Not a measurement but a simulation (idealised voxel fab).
A process module follows: voxel trench capacitor.
Cross-sectional view cut (width: 240 nm; square cell size: 5 nm).
Heads up, the way a cross-section reads in here is a grid of square cells, handed over as bands from the top down, with every band being one or more rows of cells.
A band entry consists of two parts. The first gives the height of the band's top and the height of its bottom, in nm. The rest lists the band's materials from left to right, each with its width in nm. A single material labelled with the word "full width" fills the band from edge to edge, and the word "blank" marks empty space.
Ref level 0: as-received wafer is one material below here. Bottom band extends down with no lower bound ("from 0 down").
The two numbers in a width such as "30->40" mark its ends across the band: the first belongs to the top row of cells, the second to the bottom row, and from each row to the next the width moves by the same amount.
Key: "nothing changed" - step with no changed cell in the cross-section.
Reported under the label "Enclosed void catalog" are the empty spaces having no open way to the top and comprising 8 cells or more; the notation for each is width x height at distance, in which the distance is measured from the left edge and all three values are in nm.
Text after the settings on a step's line: the simulator's own remark on that step.
The setting "overlay nm" may be written on the line of a step. When the step uses a mask, the value reports how far to the right of the planned place the mask lay, and a negative value reports that it lay to the left.

**So here's the lineup of process steps we planned**
1) RECEIVE with material Si
2) CONFORMAL_DEP with material SiN, thk nm 5
3) PATTERN with tone open, mask id TRENCH, material resist, width nm 25, pitch nm 40, thk nm 15, overlay nm 0
4) DIRECTIONAL_ETCH with etch materials SiN, depth nm 5
5) DIRECTIONAL_ETCH with etch materials Si, depth nm 40
6) STRIP with etch materials resist
7) CONFORMAL_DEP with material Al2O3, thk nm 5
8) CONFORMAL_DEP with material TiN, thk nm 5
9) FILL_DEP with material W, thk nm 5
10) CMP with height nm 5

**Cross-section, incoming material, after step 1**
	from 0 down | Si full width
	Enclosed void catalog: none

**Same starting wafer, same plan as above, one mistake in the execution; this is the cross-section at the end of the module**
	from 5 to 0 | 50 of SiN | 5 of Al2O3 | 5 of TiN | 5 of Al2O3 | 25 of SiN | 5 of Al2O3 | 5 of TiN | 5 of Al2O3 | 25 of SiN | 5 of Al2O3 | 5 of TiN | 5 of Al2O3 | 25 of SiN | 5 of Al2O3 | 5 of TiN | 5 of Al2O3 | 55 of SiN
	from 0 to -35 | 50 of Si | 5 of Al2O3 | 5 of TiN | 5 of Al2O3 | 25 of Si | 5 of Al2O3 | 5 of TiN | 5 of Al2O3 | 25 of Si | 5 of Al2O3 | 5 of TiN | 5 of Al2O3 | 25 of Si | 5 of Al2O3 | 5 of TiN | 5 of Al2O3 | 55 of Si
	from -35 to -40 | 50 of Si | 15 of Al2O3 | 25 of Si | 15 of Al2O3 | 25 of Si | 15 of Al2O3 | 25 of Si | 15 of Al2O3 | 55 of Si
	from -40 down | Si full width
	Enclosed void catalog: none
What was the processing mistake? step 3 did not happen as planned, as run it was PATTERN with tone open, mask id TRENCH, material resist, width nm 15, pitch nm 40, thk nm 15, overlay nm 0
